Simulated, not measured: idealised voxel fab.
process module | voxel plated lines
cross-section cut | 290 nm wide | cells 5 nm
A cross-section is a grid of square cells, given in bands from the top down. A band is one or more rows of cells.
Each band's line starts with the height of the band's top and of its bottom, in nm. Then come its materials from left to right, each with its width in nm. One material with "throughout" fills the band from edge to edge. "air" is empty space.
Height 0 is the level under which the wafer as received is all one material. The lowest band goes on downwards, as in "0 down".
A width such as "30 to 40" changes by the same amount from each row of cells to the next, from the band's top row to its bottom row.
"no change" after a step means that no cell of the cross-section changed.
closed voids: empty space of 8 cells or more with no open way to the top, each as width x height at its distance from the left edge, in nm
after a step's settings: what the simulator itself notes on the step
overlay nm, on a step with a mask: how far to the right of its planned place the mask lay; to the left if negative
plan
1 op RECEIVE | material Si
2 op CONFORMAL_DEP | material SiN | thk nm 5
3 op DIRECTIONAL_DEP | material TiN | thk nm 5
4 op PATTERN | tone open | mask id LINES | material resist | width nm 15 | pitch nm 40 | thk nm 30 | overlay nm 0
5 op EPI | material Ru | thk nm 10
6 op EPI | material Ru | thk nm 10
7 op STRIP | etch materials resist
8 op DIRECTIONAL_ETCH | etch materials TiN | depth nm 5
9 op CONFORMAL_DEP | material SiO2 | thk nm 5
first wafer, as planned
as received, after step 1
  0 down: Si throughout
  closed voids: none
after step 2
  5 to 0: SiN throughout
  below 0: unchanged
after step 3
  10 to 5: TiN throughout
  below 5: unchanged
after step 4
  40 to 10: resist 115 | air 15 | resist 25 | air 15 | resist 120
  below 10: unchanged
after step 5
  40 to 20: resist 115 | air 15 | resist 25 | air 15 | resist 120
  20 to 10: resist 115 | Ru 15 | resist 25 | Ru 15 | resist 120
  below 10: unchanged
after step 6
  40 to 30: resist 115 | air 15 | resist 25 | air 15 | resist 120
  30 to 10: resist 115 | Ru 15 | resist 25 | Ru 15 | resist 120
  below 10: unchanged
after step 7
  30 to 10: air 115 | Ru 15 | air 25 | Ru 15 | air 120
  below 10: unchanged
after step 8
  30 to 10: air 115 | Ru 15 | air 25 | Ru 15 | air 120
  10 to 5: air 115 | TiN 15 | air 25 | TiN 15 | air 120
  below 5: unchanged
after step 9
  35 to 30: air 110 | SiO2 25 | air 15 | SiO2 25 | air 115
  30 to 10: air 110 | SiO2 5 | Ru 15 | SiO2 5 | air 15 | SiO2 5 | Ru 15 | SiO2 5 | air 115
  10 to 5: SiO2 115 | TiN 15 | SiO2 25 | TiN 15 | SiO2 120
  below 5: unchanged
second wafer: like start, like plan, one mistake. Through step 3 it matches the first wafer
when step 4 should have ended
  40 to 10: resist 125 | air 15 | resist 25 | air 15 | resist 110
  below 10: unchanged
when step 5 should have ended
  40 to 20: resist 125 | air 15 | resist 25 | air 15 | resist 110
  20 to 10: resist 125 | Ru 15 | resist 25 | Ru 15 | resist 110
  below 10: unchanged
when step 6 should have ended
  40 to 30: resist 125 | air 15 | resist 25 | air 15 | resist 110
  30 to 10: resist 125 | Ru 15 | resist 25 | Ru 15 | resist 110
  below 10: unchanged
when step 7 should have ended
  30 to 10: air 125 | Ru 15 | air 25 | Ru 15 | air 110
  below 10: unchanged
when step 8 should have ended
  30 to 10: air 125 | Ru 15 | air 25 | Ru 15 | air 110
  10 to 5: air 125 | TiN 15 | air 25 | TiN 15 | air 110
  below 5: unchanged
when step 9 should have ended
  35 to 30: air 120 | SiO2 25 | air 15 | SiO2 25 | air 105
  30 to 10: air 120 | SiO2 5 | Ru 15 | SiO2 5 | air 15 | SiO2 5 | Ru 15 | SiO2 5 | air 105
  10 to 5: SiO2 125 | TiN 15 | SiO2 25 | TiN 15 | SiO2 110
  below 5: unchanged
what went wrong: step 4 ran as: op PATTERN | tone open | mask id LINES | material resist | width nm 15 | pitch nm 40 | thk nm 30 | overlay nm 10
at the end the second wafer has, in cells: as many of each material as the first, in other places
